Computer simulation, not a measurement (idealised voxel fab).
This section sets out a process module, namely voxel capacitor over wiring.
Each square cell in cross-section cut measures 5 nm, and the section as a whole is 285 nm wide.
Cross-section, as written here: a square-cell grid given band by band from the top down, where a band holds one or more rows of cells. A band entry consists of two parts. The first gives the height of the band's top and the height of its bottom, in nm. The rest lists the band's materials from left to right, each with its width in nm. A single material labelled with the word "everywhere" fills the band from edge to edge, and the word "blank" marks empty space. All heights in this document are referenced to 0, defined as the level beneath which the wafer, as received, consists entirely of one material. The lowest band is not bounded below; it extends indefinitely downward and is written in the form "z 0 and below". Width: "30 to 40" (first number = top row, second number = bottom row, same change from row to row of cells). "no modification", as given for a step, is the statement that not any cell of the cross-section underwent a change during that step. Enclosed voids (no open way to top), threshold 8 cells or more, entry "Closed void list", notation width x height at distance, distance from left edge, nm. Heads up: the bit after the settings on a step's line is the simulator's remark on that step. overlay nm: for a step with a mask, the amount by which the mask lay right of where it was planned; a negative amount means left of it.

THE STEPS PLANNED FOR THE PROCESS ARE AS FOLLOWS
- 1: RECEIVE [material Si]
- 2: CONFORMAL_DEP [material SiO2] [thk nm 10]
- 3: DIRECTIONAL_DEP [material TiN] [thk nm 5]
- 4: DIRECTIONAL_DEP [material Ru] [thk nm 15]
- 5: PATTERN [tone cover] [mask id METAL_1] [material resist] [width nm 30] [pitch nm 80] [thk nm 20] [overlay nm 0]
- 6: DIRECTIONAL_ETCH [etch materials Ru] [depth nm 15]
- 7: DIRECTIONAL_ETCH [etch materials TiN] [depth nm 5]
- 8: STRIP [etch materials resist]
- 9: CONFORMAL_DEP [material SiN] [thk nm 5]
- 10: FILL_DEP [material lowk] [thk nm 5]
- 11: CMP [height nm 30]
- 12: CONFORMAL_DEP [material SiCN] [thk nm 5]
- 13: DIRECTIONAL_DEP [material SiO2] [thk nm 10]
- 14: MASKED_ETCH [tone open] [mask id PLUG_1] [width nm 15] [etch materials SiO2] [depth nm 10] [overlay nm 0]
- 15: MASKED_ETCH [tone open] [mask id PLUG_1] [width nm 15] [etch materials SiCN] [depth nm 5] [overlay nm 0]
- 16: EPI [material Ru] [thk nm 10]
- 17: EPI [material Ru] [thk nm 5]
- 18: DIRECTIONAL_DEP [material TiN] [thk nm 10]
- 19: DIRECTIONAL_DEP [material Al2O3] [thk nm 5]
- 20: DIRECTIONAL_DEP [material TiN] [thk nm 10]
- 21: PATTERN [tone cover] [mask id UPPER_PLATE] [material resist] [width nm 55] [thk nm 20] [overlay nm 0]
- 22: DIRECTIONAL_ETCH [etch materials TiN] [depth nm 10]
- 23: DIRECTIONAL_ETCH [etch materials Al2O3] [depth nm 5]
- 24: STRIP [etch materials resist]
- 25: MASKED_ETCH [tone cover] [mask id LOWER_PLATE] [width nm 65] [etch materials TiN] [depth nm 10] [overlay nm 0]
- 26: FILL_DEP [material SiO2] [thk nm 15]
- 27: CMP [height nm 80]
- 28: DIRECTIONAL_DEP [material aC] [thk nm 10]
- 29: PATTERN [tone open] [mask id PLUG_2] [material resist] [width nm 15] [thk nm 30] [overlay nm 0]
- 30: DIRECTIONAL_ETCH [etch materials aC] [depth nm 10]
- 31: STRIP [etch materials resist]
- 32: DIRECTIONAL_ETCH [etch materials SiO2] [depth nm 10]
- 33: STRIP [etch materials aC]
- 34: CONFORMAL_DEP [material TiN] [thk nm 5]
- 35: FILL_DEP [material Ru] [thk nm 5]
- 36: CMP [height nm 80]
- 37: CONFORMAL_DEP [material SiCN] [thk nm 5]

THE FIRST OF THE TWO WAFERS, WHICH RAN AS PLANNED

WAFER AS RECEIVED: CROSS-SECTION FOLLOWING STEP 1
	z 0 and below | Si everywhere
	Closed void list: none

AFTER STEP 2, IN CROSS-SECTION
	z 10 to 0 | SiO2 everywhere
	At heights below 0, the structure remains unaltered.

AFTER STEP 3, IN CROSS-SECTION
	z 15 to 10 | TiN everywhere
	At heights below 10, the structure remains unaltered.

AFTER STEP 4, IN CROSS-SECTION
	z 30 to 15 | Ru everywhere
	At heights below 15, the structure remains unaltered.

AFTER STEP 5, IN CROSS-SECTION
	z 50 to 30 | blank 85 nm, then resist 30 nm, then blank 50 nm, then resist 30 nm, then blank 90 nm
	At heights below 30, the structure remains unaltered.

AFTER STEP 6, IN CROSS-SECTION
	z 50 to 30 | blank 85 nm, then resist 30 nm, then blank 50 nm, then resist 30 nm, then blank 90 nm
	z 30 to 15 | blank 85 nm, then Ru 30 nm, then blank 50 nm, then Ru 30 nm, then blank 90 nm
	At heights below 15, the structure remains unaltered.

AFTER STEP 7, IN CROSS-SECTION
	z 50 to 30 | blank 85 nm, then resist 30 nm, then blank 50 nm, then resist 30 nm, then blank 90 nm
	z 30 to 15 | blank 85 nm, then Ru 30 nm, then blank 50 nm, then Ru 30 nm, then blank 90 nm
	z 15 to 10 | blank 85 nm, then TiN 30 nm, then blank 50 nm, then TiN 30 nm, then blank 90 nm
	At heights below 10, the structure remains unaltered.

AFTER STEP 8, IN CROSS-SECTION
	z 30 to 15 | blank 85 nm, then Ru 30 nm, then blank 50 nm, then Ru 30 nm, then blank 90 nm
	At heights below 15, the structure remains unaltered.

AFTER STEP 9, IN CROSS-SECTION
	z 35 to 30 | blank 80 nm, then SiN 40 nm, then blank 40 nm, then SiN 40 nm, then blank 85 nm
	z 30 to 15 | blank 80 nm, then SiN 5 nm, then Ru 30 nm, then SiN 5 nm, then blank 40 nm, then SiN 5 nm, then Ru 30 nm, then SiN 5 nm, then blank 85 nm
	z 15 to 10 | SiN 85 nm, then TiN 30 nm, then SiN 50 nm, then TiN 30 nm, then SiN 90 nm
	At heights below 10, the structure remains unaltered.

AFTER STEP 10, IN CROSS-SECTION
	z 40 to 35 | lowk everywhere
	z 35 to 30 | lowk 80 nm, then SiN 40 nm, then lowk 40 nm, then SiN 40 nm, then lowk 85 nm
	z 30 to 15 | lowk 80 nm, then SiN 5 nm, then Ru 30 nm, then SiN 5 nm, then lowk 40 nm, then SiN 5 nm, then Ru 30 nm, then SiN 5 nm, then lowk 85 nm
	At heights below 15, the structure remains unaltered.

AFTER STEP 11, IN CROSS-SECTION
	z 30 to 15 | lowk 80 nm, then SiN 5 nm, then Ru 30 nm, then SiN 5 nm, then lowk 40 nm, then SiN 5 nm, then Ru 30 nm, then SiN 5 nm, then lowk 85 nm
	At heights below 15, the structure remains unaltered.

AFTER STEP 12, IN CROSS-SECTION
	z 35 to 30 | SiCN everywhere
	At heights below 30, the structure remains unaltered.

AFTER STEP 13, IN CROSS-SECTION
	z 45 to 35 | SiO2 everywhere
	At heights below 35, the structure remains unaltered.

AFTER STEP 14, IN CROSS-SECTION
	z 45 to 35 | SiO2 100 nm, then blank 15 nm, then SiO2 170 nm
	At heights below 35, the structure remains unaltered.

AFTER STEP 15, IN CROSS-SECTION
	z 45 to 35 | SiO2 100 nm, then blank 15 nm, then SiO2 170 nm
	z 35 to 30 | SiCN 100 nm, then blank 15 nm, then SiCN 170 nm
	At heights below 30, the structure remains unaltered.

AFTER STEP 16, IN CROSS-SECTION
	z 45 to 40 | SiO2 100 nm, then blank 15 nm, then SiO2 170 nm
	z 40 to 35 | SiO2 100 nm, then Ru 15 nm, then SiO2 170 nm
	z 35 to 30 | SiCN 100 nm, then Ru 15 nm, then SiCN 170 nm
	At heights below 30, the structure remains unaltered.

AFTER STEP 17, IN CROSS-SECTION
	z 45 to 35 | SiO2 100 nm, then Ru 15 nm, then SiO2 170 nm
	At heights below 35, the structure remains unaltered.

AFTER STEP 18, IN CROSS-SECTION
	z 55 to 45 | TiN everywhere
	At heights below 45, the structure remains unaltered.

AFTER STEP 19, IN CROSS-SECTION
	z 60 to 55 | Al2O3 everywhere
	At heights below 55, the structure remains unaltered.

AFTER STEP 20, IN CROSS-SECTION
	z 70 to 60 | TiN everywhere
	At heights below 60, the structure remains unaltered.

AFTER STEP 21, IN CROSS-SECTION
	z 90 to 70 | blank 100 nm, then resist 55 nm, then blank 130 nm
	At heights below 70, the structure remains unaltered.

AFTER STEP 22, IN CROSS-SECTION
	z 90 to 70 | blank 100 nm, then resist 55 nm, then blank 130 nm
	z 70 to 60 | blank 100 nm, then TiN 55 nm, then blank 130 nm
	At heights below 60, the structure remains unaltered.

AFTER STEP 23, IN CROSS-SECTION
	z 90 to 70 | blank 100 nm, then resist 55 nm, then blank 130 nm
	z 70 to 60 | blank 100 nm, then TiN 55 nm, then blank 130 nm
	z 60 to 55 | blank 100 nm, then Al2O3 55 nm, then blank 130 nm
	At heights below 55, the structure remains unaltered.

AFTER STEP 24, IN CROSS-SECTION
	z 70 to 60 | blank 100 nm, then TiN 55 nm, then blank 130 nm
	At heights below 60, the structure remains unaltered.

AFTER STEP 25, IN CROSS-SECTION
	z 70 to 60 | blank 100 nm, then TiN 55 nm, then blank 130 nm
	z 60 to 55 | blank 100 nm, then Al2O3 55 nm, then blank 130 nm
	z 55 to 45 | blank 95 nm, then TiN 65 nm, then blank 125 nm
	At heights below 45, the structure remains unaltered.

AFTER STEP 26, IN CROSS-SECTION
	z 85 to 70 | SiO2 everywhere
	z 70 to 60 | SiO2 100 nm, then TiN 55 nm, then SiO2 130 nm
	z 60 to 55 | SiO2 100 nm, then Al2O3 55 nm, then SiO2 130 nm
	z 55 to 45 | SiO2 95 nm, then TiN 65 nm, then SiO2 125 nm
	At heights below 45, the structure remains unaltered.

AFTER STEP 27, IN CROSS-SECTION
	z 80 to 70 | SiO2 everywhere
	At heights below 70, the structure remains unaltered.

AFTER STEP 28, IN CROSS-SECTION
	z 90 to 80 | aC everywhere
	At heights below 80, the structure remains unaltered.

AFTER STEP 29, IN CROSS-SECTION
	z 120 to 90 | resist 110 nm, then blank 15 nm, then resist 160 nm
	At heights below 90, the structure remains unaltered.

AFTER STEP 30, IN CROSS-SECTION
	z 110 to 90 | resist 110 nm, then blank 15 nm, then resist 160 nm
	z 90 to 80 | aC 110 nm, then blank 15 nm, then aC 160 nm
	At heights below 80, the structure remains unaltered.

AFTER STEP 31, IN CROSS-SECTION
	z 90 to 80 | aC 110 nm, then blank 15 nm, then aC 160 nm
	At heights below 80, the structure remains unaltered.

AFTER STEP 32, IN CROSS-SECTION
	z 90 to 80 | aC 110 nm, then blank 15 nm, then aC 160 nm
	z 80 to 70 | SiO2 110 nm, then blank 15 nm, then SiO2 160 nm
	At heights below 70, the structure remains unaltered.

AFTER STEP 33, IN CROSS-SECTION
	z 80 to 70 | SiO2 110 nm, then blank 15 nm, then SiO2 160 nm
	At heights below 70, the structure remains unaltered.

AFTER STEP 34, IN CROSS-SECTION
	z 85 to 80 | TiN 115 nm, then blank 5 nm, then TiN 165 nm
	z 80 to 75 | SiO2 110 nm, then TiN 5 nm, then blank 5 nm, then TiN 5 nm, then SiO2 160 nm
	z 75 to 70 | SiO2 110 nm, then TiN 15 nm, then SiO2 160 nm
	At heights below 70, the structure remains unaltered.

AFTER STEP 35, IN CROSS-SECTION
	z 90 to 85 | Ru everywhere
	z 85 to 80 | TiN 115 nm, then Ru 5 nm, then TiN 165 nm
	z 80 to 75 | SiO2 110 nm, then TiN 5 nm, then Ru 5 nm, then TiN 5 nm, then SiO2 160 nm
	At heights below 75, the structure remains unaltered.

AFTER STEP 36, IN CROSS-SECTION
	z 80 to 75 | SiO2 110 nm, then TiN 5 nm, then Ru 5 nm, then TiN 5 nm, then SiO2 160 nm
	At heights below 75, the structure remains unaltered.

AFTER STEP 37, IN CROSS-SECTION
	z 85 to 80 | SiCN everywhere
	At heights below 80, the structure remains unaltered.

FOR THE SECOND WAFER, TAKE THE FIRST WAFER'S START AND PLAN, THEN ADD ONE MISTAKE MADE IN RUNNING IT; EVERYTHING THROUGH STEP 13, THAT STEP INCLUDED, IS SHARED WITH THE FIRST

THE SECOND WAFER CUT THROUGH, AT THE TIME STEP 14 WAS SUPPOSED TO BE FINISHED
	z 45 to 35 | SiO2 95 nm, then blank 15 nm, then SiO2 175 nm
	At heights below 35, the structure remains unaltered.

THE SECOND WAFER CUT THROUGH, AT THE TIME STEP 15 WAS SUPPOSED TO BE FINISHED
	z 45 to 35 | SiO2 95 nm, then blank 15 nm, then SiO2 175 nm
	z 35 to 30 | SiCN 100 nm, then blank 10 nm, then SiCN 175 nm
	At heights below 30, the structure remains unaltered.

THE SECOND WAFER CUT THROUGH, AT THE TIME STEP 16 WAS SUPPOSED TO BE FINISHED
	z 45 to 40 | SiO2 95 nm, then blank 15 nm, then SiO2 175 nm
	z 40 to 35 | SiO2 95 nm, then Ru 15 nm, then SiO2 175 nm
	z 35 to 30 | SiCN 100 nm, then Ru 10 nm, then SiCN 175 nm
	At heights below 30, the structure remains unaltered.

THE SECOND WAFER CUT THROUGH, AT THE TIME STEP 17 WAS SUPPOSED TO BE FINISHED
	z 45 to 35 | SiO2 95 nm, then Ru 15 nm, then SiO2 175 nm
	At heights below 35, the structure remains unaltered.

THE SECOND WAFER CUT THROUGH, AT THE TIME STEP 18 WAS SUPPOSED TO BE FINISHED
	z 55 to 45 | TiN everywhere
	At heights below 45, the structure remains unaltered.

THE SECOND WAFER CUT THROUGH, AT THE TIME STEP 19 WAS SUPPOSED TO BE FINISHED
	z 60 to 55 | Al2O3 everywhere
	At heights below 55, the structure remains unaltered.

THE SECOND WAFER CUT THROUGH, AT THE TIME STEP 20 WAS SUPPOSED TO BE FINISHED
	z 70 to 60 | TiN everywhere
	At heights below 60, the structure remains unaltered.

THE SECOND WAFER CUT THROUGH, AT THE TIME STEP 21 WAS SUPPOSED TO BE FINISHED
	z 90 to 70 | blank 100 nm, then resist 55 nm, then blank 130 nm
	At heights below 70, the structure remains unaltered.

THE SECOND WAFER CUT THROUGH, AT THE TIME STEP 22 WAS SUPPOSED TO BE FINISHED
	z 90 to 70 | blank 100 nm, then resist 55 nm, then blank 130 nm
	z 70 to 60 | blank 100 nm, then TiN 55 nm, then blank 130 nm
	At heights below 60, the structure remains unaltered.

THE SECOND WAFER CUT THROUGH, AT THE TIME STEP 23 WAS SUPPOSED TO BE FINISHED
	z 90 to 70 | blank 100 nm, then resist 55 nm, then blank 130 nm
	z 70 to 60 | blank 100 nm, then TiN 55 nm, then blank 130 nm
	z 60 to 55 | blank 100 nm, then Al2O3 55 nm, then blank 130 nm
	At heights below 55, the structure remains unaltered.

THE SECOND WAFER CUT THROUGH, AT THE TIME STEP 24 WAS SUPPOSED TO BE FINISHED
	z 70 to 60 | blank 100 nm, then TiN 55 nm, then blank 130 nm
	At heights below 60, the structure remains unaltered.

THE SECOND WAFER CUT THROUGH, AT THE TIME STEP 25 WAS SUPPOSED TO BE FINISHED
	z 70 to 60 | blank 100 nm, then TiN 55 nm, then blank 130 nm
	z 60 to 55 | blank 100 nm, then Al2O3 55 nm, then blank 130 nm
	z 55 to 45 | blank 95 nm, then TiN 65 nm, then blank 125 nm
	At heights below 45, the structure remains unaltered.

THE SECOND WAFER CUT THROUGH, AT THE TIME STEP 26 WAS SUPPOSED TO BE FINISHED
	z 85 to 70 | SiO2 everywhere
	z 70 to 60 | SiO2 100 nm, then TiN 55 nm, then SiO2 130 nm
	z 60 to 55 | SiO2 100 nm, then Al2O3 55 nm, then SiO2 130 nm
	z 55 to 45 | SiO2 95 nm, then TiN 65 nm, then SiO2 125 nm
	At heights below 45, the structure remains unaltered.

THE SECOND WAFER CUT THROUGH, AT THE TIME STEP 27 WAS SUPPOSED TO BE FINISHED
	z 80 to 70 | SiO2 everywhere
	At heights below 70, the structure remains unaltered.

THE SECOND WAFER CUT THROUGH, AT THE TIME STEP 28 WAS SUPPOSED TO BE FINISHED
	z 90 to 80 | aC everywhere
	At heights below 80, the structure remains unaltered.

THE SECOND WAFER CUT THROUGH, AT THE TIME STEP 29 WAS SUPPOSED TO BE FINISHED
	z 120 to 90 | resist 110 nm, then blank 15 nm, then resist 160 nm
	At heights below 90, the structure remains unaltered.

THE SECOND WAFER CUT THROUGH, AT THE TIME STEP 30 WAS SUPPOSED TO BE FINISHED
	z 110 to 90 | resist 110 nm, then blank 15 nm, then resist 160 nm
	z 90 to 80 | aC 110 nm, then blank 15 nm, then aC 160 nm
	At heights below 80, the structure remains unaltered.

THE SECOND WAFER CUT THROUGH, AT THE TIME STEP 31 WAS SUPPOSED TO BE FINISHED
	z 90 to 80 | aC 110 nm, then blank 15 nm, then aC 160 nm
	At heights below 80, the structure remains unaltered.

THE SECOND WAFER CUT THROUGH, AT THE TIME STEP 32 WAS SUPPOSED TO BE FINISHED
	z 90 to 80 | aC 110 nm, then blank 15 nm, then aC 160 nm
	z 80 to 70 | SiO2 110 nm, then blank 15 nm, then SiO2 160 nm
	At heights below 70, the structure remains unaltered.

THE SECOND WAFER CUT THROUGH, AT THE TIME STEP 33 WAS SUPPOSED TO BE FINISHED
	z 80 to 70 | SiO2 110 nm, then blank 15 nm, then SiO2 160 nm
	At heights below 70, the structure remains unaltered.

THE SECOND WAFER CUT THROUGH, AT THE TIME STEP 34 WAS SUPPOSED TO BE FINISHED
	z 85 to 80 | TiN 115 nm, then blank 5 nm, then TiN 165 nm
	z 80 to 75 | SiO2 110 nm, then TiN 5 nm, then blank 5 nm, then TiN 5 nm, then SiO2 160 nm
	z 75 to 70 | SiO2 110 nm, then TiN 15 nm, then SiO2 160 nm
	At heights below 70, the structure remains unaltered.

THE SECOND WAFER CUT THROUGH, AT THE TIME STEP 35 WAS SUPPOSED TO BE FINISHED
	z 90 to 85 | Ru everywhere
	z 85 to 80 | TiN 115 nm, then Ru 5 nm, then TiN 165 nm
	z 80 to 75 | SiO2 110 nm, then TiN 5 nm, then Ru 5 nm, then TiN 5 nm, then SiO2 160 nm
	At heights below 75, the structure remains unaltered.

THE SECOND WAFER CUT THROUGH, AT THE TIME STEP 36 WAS SUPPOSED TO BE FINISHED
	z 80 to 75 | SiO2 110 nm, then TiN 5 nm, then Ru 5 nm, then TiN 5 nm, then SiO2 160 nm
	At heights below 75, the structure remains unaltered.

THE SECOND WAFER CUT THROUGH, AT THE TIME STEP 37 WAS SUPPOSED TO BE FINISHED
	z 85 to 80 | SiCN everywhere
	At heights below 80, the structure remains unaltered.
Misprocessing identified: step 14 was not run as planned; what actually ran was MASKED_ETCH [tone open] [mask id PLUG_1] [width nm 15] [etch materials SiO2] [depth nm 10] [overlay nm -5]
Cell-count delta at end, second wafer over first, by material: Ru -1; SiCN +1
